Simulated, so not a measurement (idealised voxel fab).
process module | voxel plated lines
cross-section cut | 245 nm wide | cells 5 nm
A cross-section is a grid of square cells, given in bands from the top down. A band is one or more rows of cells.
Each band's line starts with the height of the band's top and of its bottom, in nm. Then come its materials from left to right, each with its width in nm. One material with "throughout" fills the band from edge to edge. "air" is empty space.
Height 0 is the level under which the wafer as received is all one material. The lowest band goes on downwards, as in "0 down".
A width such as "30 to 40" changes by the same amount from each row of cells to the next, from the band's top row to its bottom row.
"no change" after a step means that no cell of the cross-section changed.
closed voids: empty space of 8 cells or more with no open way to the top, each as width x height at its distance from the left edge, in nm
after a step's settings: what the simulator itself notes on the step
overlay nm, on a step with a mask: how far to the right of its planned place the mask lay; to the left if negative
plan
1 op RECEIVE | material Si
2 op CONFORMAL_DEP | material SiN | thk nm 15
3 op DIRECTIONAL_DEP | material TiN | thk nm 5
4 op PATTERN | tone open | mask id LINES | material resist | width nm 15 | pitch nm 35 | thk nm 40 | overlay nm 0
5 op EPI | material Ru | thk nm 5
6 op EPI | material Ru | thk nm 5
7 op EPI | material Ru | thk nm 5
8 op STRIP | etch materials resist
9 op DIRECTIONAL_ETCH | etch materials TiN | depth nm 5
10 op CONFORMAL_DEP | material SiN | thk nm 10
as received, after step 1
  0 down: Si throughout
  closed voids: none
first wafer at the end, as planned
  45 to 35: air 70 | SiN 105 | air 70
  35 to 25: air 70 | SiN 10 | Ru 15 | SiN 20 | Ru 15 | SiN 20 | Ru 15 | SiN 10 | air 70
  25 to 20: SiN 80 | Ru 15 | SiN 20 | Ru 15 | SiN 20 | Ru 15 | SiN 80
  20 to 15: SiN 80 | TiN 15 | SiN 20 | TiN 15 | SiN 20 | TiN 15 | SiN 80
  15 to 0: SiN throughout
  0 down: Si throughout
  closed voids: none
second wafer at the end: like start, like plan, one mistake
  45 to 35: air 70 | SiN 110 | air 65
  35 to 25: air 70 | SiN 10 | Ru 20 | SiN 15 | Ru 20 | SiN 15 | Ru 20 | SiN 10 | air 65
  25 to 20: SiN 80 | Ru 20 | SiN 15 | Ru 20 | SiN 15 | Ru 20 | SiN 75
  20 to 15: SiN 80 | TiN 20 | SiN 15 | TiN 20 | SiN 15 | TiN 20 | SiN 75
  15 to 0: SiN throughout
  0 down: Si throughout
  closed voids: none
what went wrong: step 4 ran as: op PATTERN | tone open | mask id LINES | material resist | width nm 20 | pitch nm 35 | thk nm 40 | overlay nm 0
at the end the second wafer has, in cells: 9 more of Ru | 8 fewer of SiN | 3 more of TiN
